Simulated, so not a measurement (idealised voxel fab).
process module | voxel wiring stack
cross-section cut | 275 nm wide | cells 5 nm
A cross-section is a grid of square cells, given in bands from the top down. A band is one or more rows of cells.
Each band's line starts with the height of the band's top and of its bottom, in nm. Then come its materials from left to right, each with its width in nm. One material with "throughout" fills the band from edge to edge. "air" is empty space.
Height 0 is the level under which the wafer as received is all one material. The lowest band goes on downwards, as in "0 down".
A width such as "30 to 40" changes by the same amount from each row of cells to the next, from the band's top row to its bottom row.
"no change" after a step means that no cell of the cross-section changed.
closed voids: empty space of 8 cells or more with no open way to the top, each as width x height at its distance from the left edge, in nm
after a step's settings: what the simulator itself notes on the step
overlay nm, on a step with a mask: how far to the right of its planned place the mask lay; to the left if negative
plan
1 op RECEIVE | material Si
2 op CONFORMAL_DEP | material SiO2 | thk nm 15
3 op DIRECTIONAL_DEP | material TiN | thk nm 5
4 op DIRECTIONAL_DEP | material Ru | thk nm 20
5 op PATTERN | tone cover | mask id METAL_1 | material resist | width nm 30 | pitch nm 50 | thk nm 20 | overlay nm 0
6 op DIRECTIONAL_ETCH | etch materials Ru | depth nm 20
7 op DIRECTIONAL_ETCH | etch materials TiN | depth nm 5
8 op STRIP | etch materials resist
9 op CONFORMAL_DEP | material SiN | thk nm 5
10 op FILL_DEP | material SiO2 | thk nm 5
11 op CMP | height nm 40
12 op CONFORMAL_DEP | material SiCN | thk nm 5
13 op DIRECTIONAL_DEP | material SiO2 | thk nm 15
14 op MASKED_ETCH | tone open | mask id PLUG_1 | width nm 15 | etch materials SiO2 | depth nm 15 | overlay nm 0
15 op MASKED_ETCH | tone open | mask id PLUG_1 | width nm 15 | etch materials SiCN | depth nm 5 | overlay nm 0
16 op EPI | material Ru | thk nm 10
17 op EPI | material Ru | thk nm 10
18 op DIRECTIONAL_DEP | material TiN | thk nm 5
19 op DIRECTIONAL_DEP | material Ru | thk nm 25
20 op MASKED_ETCH | tone cover | mask id METAL_2 | width nm 30 | pitch nm 50 | etch materials Ru | depth nm 25 | overlay nm 0
21 op MASKED_ETCH | tone cover | mask id METAL_2 | width nm 30 | pitch nm 50 | etch materials TiN | depth nm 5 | overlay nm 0
22 op FILL_DEP | material lowk | thk nm 5
23 op CMP | height nm 90
24 op CONFORMAL_DEP | material SiCN | thk nm 5
25 op DIRECTIONAL_DEP | material SiO2 | thk nm 20
26 op MASKED_ETCH | tone open | mask id PLUG_2 | width nm 15 | etch materials SiO2 | depth nm 20 | overlay nm 0
27 op MASKED_ETCH | tone open | mask id PLUG_2 | width nm 15 | etch materials SiCN | depth nm 5 | overlay nm 0
28 op EPI | material Ru | thk nm 10
29 op EPI | material Ru | thk nm 10
30 op EPI | material Ru | thk nm 5
31 op DIRECTIONAL_DEP | material TiN | thk nm 5
32 op DIRECTIONAL_DEP | material W | thk nm 20
33 op DIRECTIONAL_DEP | material aC | thk nm 10
34 op PATTERN | tone cover | mask id METAL_3 | material resist | width nm 30 | pitch nm 50 | thk nm 30 | overlay nm 0
35 op DIRECTIONAL_ETCH | etch materials aC | depth nm 10
36 op STRIP | etch materials resist
37 op DIRECTIONAL_ETCH | etch materials W | depth nm 20
38 op DIRECTIONAL_ETCH | etch materials TiN | depth nm 5
39 op STRIP | etch materials aC
40 op FILL_DEP | material lowk | thk nm 5
41 op CMP | height nm 140
42 op CONFORMAL_DEP | material SiCN | thk nm 5
first wafer, as planned
as received, after step 1
  0 down: Si throughout
  closed voids: none
after step 2
  15 to 0: SiO2 throughout
  below 0: unchanged
after step 3
  20 to 15: TiN throughout
  below 15: unchanged
after step 4
  40 to 20: Ru throughout
  below 20: unchanged
after step 5
  60 to 40: air 95 | resist 30 | air 20 | resist 30 | air 100
  below 40: unchanged
after step 6
  60 to 40: air 95 | resist 30 | air 20 | resist 30 | air 100
  40 to 20: air 95 | Ru 30 | air 20 | Ru 30 | air 100
  below 20: unchanged
after step 7
  60 to 40: air 95 | resist 30 | air 20 | resist 30 | air 100
  40 to 20: air 95 | Ru 30 | air 20 | Ru 30 | air 100
  20 to 15: air 95 | TiN 30 | air 20 | TiN 30 | air 100
  below 15: unchanged
after step 8
  40 to 20: air 95 | Ru 30 | air 20 | Ru 30 | air 100
  below 20: unchanged
after step 9
  45 to 40: air 90 | SiN 40 | air 10 | SiN 40 | air 95
  40 to 20: air 90 | SiN 5 | Ru 30 | SiN 5 | air 10 | SiN 5 | Ru 30 | SiN 5 | air 95
  20 to 15: SiN 95 | TiN 30 | SiN 20 | TiN 30 | SiN 100
  below 15: unchanged
after step 10
  50 to 45: SiO2 throughout
  45 to 40: SiO2 90 | SiN 40 | SiO2 10 | SiN 40 | SiO2 95
  40 to 20: SiO2 90 | SiN 5 | Ru 30 | SiN 5 | SiO2 10 | SiN 5 | Ru 30 | SiN 5 | SiO2 95
  below 20: unchanged
after step 11
  40 to 20: SiO2 90 | SiN 5 | Ru 30 | SiN 5 | SiO2 10 | SiN 5 | Ru 30 | SiN 5 | SiO2 95
  below 20: unchanged
after step 12
  45 to 40: SiCN throughout
  below 40: unchanged
after step 13
  60 to 45: SiO2 throughout
  below 45: unchanged
after step 14
  60 to 45: SiO2 95 | air 15 | SiO2 165
  below 45: unchanged
after step 15
  60 to 45: SiO2 95 | air 15 | SiO2 165
  45 to 40: SiCN 95 | air 15 | SiCN 165
  below 40: unchanged
after step 16
  60 to 50: SiO2 95 | air 15 | SiO2 165
  50 to 45: SiO2 95 | Ru 15 | SiO2 165
  45 to 40: SiCN 95 | Ru 15 | SiCN 165
  below 40: unchanged
after step 17
  60 to 45: SiO2 95 | Ru 15 | SiO2 165
  below 45: unchanged
after step 18
  65 to 60: TiN throughout
  below 60: unchanged
after step 19
  90 to 65: Ru throughout
  below 65: unchanged
after step 20
  90 to 65: air 95 | Ru 30 | air 20 | Ru 30 | air 100
  below 65: unchanged
after step 21
  90 to 65: air 95 | Ru 30 | air 20 | Ru 30 | air 100
  65 to 60: air 95 | TiN 30 | air 20 | TiN 30 | air 100
  below 60: unchanged
after step 22
  95 to 90: lowk throughout
  90 to 65: lowk 95 | Ru 30 | lowk 20 | Ru 30 | lowk 100
  65 to 60: lowk 95 | TiN 30 | lowk 20 | TiN 30 | lowk 100
  below 60: unchanged
after step 23
  90 to 65: lowk 95 | Ru 30 | lowk 20 | Ru 30 | lowk 100
  below 65: unchanged
after step 24
  95 to 90: SiCN throughout
  below 90: unchanged
after step 25
  115 to 95: SiO2 throughout
  below 95: unchanged
after step 26
  115 to 95: SiO2 95 | air 15 | SiO2 165
  below 95: unchanged
after step 27
  115 to 95: SiO2 95 | air 15 | SiO2 165
  95 to 90: SiCN 95 | air 15 | SiCN 165
  below 90: unchanged
after step 28
  115 to 100: SiO2 95 | air 15 | SiO2 165
  100 to 95: SiO2 95 | Ru 15 | SiO2 165
  95 to 90: SiCN 95 | Ru 15 | SiCN 165
  below 90: unchanged
after step 29
  115 to 110: SiO2 95 | air 15 | SiO2 165
  110 to 95: SiO2 95 | Ru 15 | SiO2 165
  below 95: unchanged
after step 30
  115 to 95: SiO2 95 | Ru 15 | SiO2 165
  below 95: unchanged
after step 31
  120 to 115: TiN throughout
  below 115: unchanged
after step 32
  140 to 120: W throughout
  below 120: unchanged
after step 33
  150 to 140: aC throughout
  below 140: unchanged
after step 34
  180 to 150: air 95 | resist 30 | air 20 | resist 30 | air 100
  below 150: unchanged
after step 35
  170 to 150: air 95 | resist 30 | air 20 | resist 30 | air 100
  150 to 140: air 95 | aC 30 | air 20 | aC 30 | air 100
  below 140: unchanged
after step 36
  150 to 140: air 95 | aC 30 | air 20 | aC 30 | air 100
  below 140: unchanged
after step 37
  150 to 140: air 95 | aC 30 | air 20 | aC 30 | air 100
  140 to 120: air 95 | W 30 | air 20 | W 30 | air 100
  below 120: unchanged
after step 38
  150 to 140: air 95 | aC 30 | air 20 | aC 30 | air 100
  140 to 120: air 95 | W 30 | air 20 | W 30 | air 100
  120 to 115: air 95 | TiN 30 | air 20 | TiN 30 | air 100
  below 115: unchanged
after step 39
  140 to 120: air 95 | W 30 | air 20 | W 30 | air 100
  below 120: unchanged
after step 40
  145 to 140: lowk throughout
  140 to 120: lowk 95 | W 30 | lowk 20 | W 30 | lowk 100
  120 to 115: lowk 95 | TiN 30 | lowk 20 | TiN 30 | lowk 100
  below 115: unchanged
after step 41
  140 to 120: lowk 95 | W 30 | lowk 20 | W 30 | lowk 100
  below 120: unchanged
after step 42
  145 to 140: SiCN throughout
  below 140: unchanged
second wafer: like start, like plan, one mistake. Through step 12 it matches the first wafer
when step 13 should have ended: no change
when step 14 should have ended: no change
when step 15 should have ended
  45 to 40: SiCN 95 | air 15 | SiCN 165
  below 40: unchanged
when step 16 should have ended
  50 to 45: air 90 | Ru 25 | air 160
  45 to 40: SiCN 95 | Ru 15 | SiCN 165
  below 40: unchanged
when step 17 should have ended
  60 to 45: air 80 | Ru 45 | air 150
  below 45: unchanged
when step 18 should have ended
  65 to 60: air 80 | TiN 45 | air 150
  60 to 50: air 80 | Ru 45 | air 150
  50 to 45: TiN 80 | Ru 45 | TiN 150
  below 45: unchanged
when step 19 should have ended
  90 to 75: air 80 | Ru 45 | air 150
  75 to 65: Ru throughout
  65 to 60: Ru 80 | TiN 45 | Ru 150
  60 to 50: Ru throughout
  below 50: unchanged
when step 20 should have ended
  90 to 75: air 95 | Ru 30 | air 150
  75 to 65: air 95 | Ru 30 | air 20 | Ru 30 | air 100
  65 to 60: air 80 | TiN 45 | air 20 | Ru 30 | air 100
  60 to 50: air 80 | Ru 45 | air 20 | Ru 30 | air 100
  below 50: unchanged
when step 21 should have ended
  90 to 75: air 95 | Ru 30 | air 150
  75 to 65: air 95 | Ru 30 | air 20 | Ru 30 | air 100
  65 to 60: air 95 | TiN 30 | air 20 | Ru 30 | air 100
  60 to 50: air 80 | Ru 45 | air 20 | Ru 30 | air 100
  50 to 45: air 80 | Ru 45 | air 20 | TiN 30 | air 100
  below 45: unchanged
when step 22 should have ended
  95 to 90: lowk throughout
  90 to 75: lowk 95 | Ru 30 | lowk 150
  75 to 65: lowk 95 | Ru 30 | lowk 20 | Ru 30 | lowk 100
  65 to 60: lowk 95 | TiN 30 | lowk 20 | Ru 30 | lowk 100
  60 to 50: lowk 80 | Ru 45 | lowk 20 | Ru 30 | lowk 100
  50 to 45: lowk 80 | Ru 45 | lowk 20 | TiN 30 | lowk 100
  below 45: unchanged
when step 23 should have ended
  90 to 75: lowk 95 | Ru 30 | lowk 150
  below 75: unchanged
when step 24 should have ended
  95 to 90: SiCN throughout
  below 90: unchanged
when step 25 should have ended
  115 to 95: SiO2 throughout
  below 95: unchanged
when step 26 should have ended
  115 to 95: SiO2 95 | air 15 | SiO2 165
  below 95: unchanged
when step 27 should have ended
  115 to 95: SiO2 95 | air 15 | SiO2 165
  95 to 90: SiCN 95 | air 15 | SiCN 165
  below 90: unchanged
when step 28 should have ended
  115 to 100: SiO2 95 | air 15 | SiO2 165
  100 to 95: SiO2 95 | Ru 15 | SiO2 165
  95 to 90: SiCN 95 | Ru 15 | SiCN 165
  below 90: unchanged
when step 29 should have ended
  115 to 110: SiO2 95 | air 15 | SiO2 165
  110 to 95: SiO2 95 | Ru 15 | SiO2 165
  below 95: unchanged
when step 30 should have ended
  115 to 95: SiO2 95 | Ru 15 | SiO2 165
  below 95: unchanged
when step 31 should have ended
  120 to 115: TiN throughout
  below 115: unchanged
when step 32 should have ended
  140 to 120: W throughout
  below 120: unchanged
when step 33 should have ended
  150 to 140: aC throughout
  below 140: unchanged
when step 34 should have ended
  180 to 150: air 95 | resist 30 | air 20 | resist 30 | air 100
  below 150: unchanged
when step 35 should have ended
  170 to 150: air 95 | resist 30 | air 20 | resist 30 | air 100
  150 to 140: air 95 | aC 30 | air 20 | aC 30 | air 100
  below 140: unchanged
when step 36 should have ended
  150 to 140: air 95 | aC 30 | air 20 | aC 30 | air 100
  below 140: unchanged
when step 37 should have ended
  150 to 140: air 95 | aC 30 | air 20 | aC 30 | air 100
  140 to 120: air 95 | W 30 | air 20 | W 30 | air 100
  below 120: unchanged
when step 38 should have ended
  150 to 140: air 95 | aC 30 | air 20 | aC 30 | air 100
  140 to 120: air 95 | W 30 | air 20 | W 30 | air 100
  120 to 115: air 95 | TiN 30 | air 20 | TiN 30 | air 100
  below 115: unchanged
when step 39 should have ended
  140 to 120: air 95 | W 30 | air 20 | W 30 | air 100
  below 120: unchanged
when step 40 should have ended
  145 to 140: lowk throughout
  140 to 120: lowk 95 | W 30 | lowk 20 | W 30 | lowk 100
  120 to 115: lowk 95 | TiN 30 | lowk 20 | TiN 30 | lowk 100
  below 115: unchanged
when step 41 should have ended
  140 to 120: lowk 95 | W 30 | lowk 20 | W 30 | lowk 100
  below 120: unchanged
when step 42 should have ended
  145 to 140: SiCN throughout
  below 140: unchanged
what went wrong: step 13 was left out
at the end the second wafer has, in cells: 18 more of Ru | 156 fewer of SiO2 | 138 more of lowk
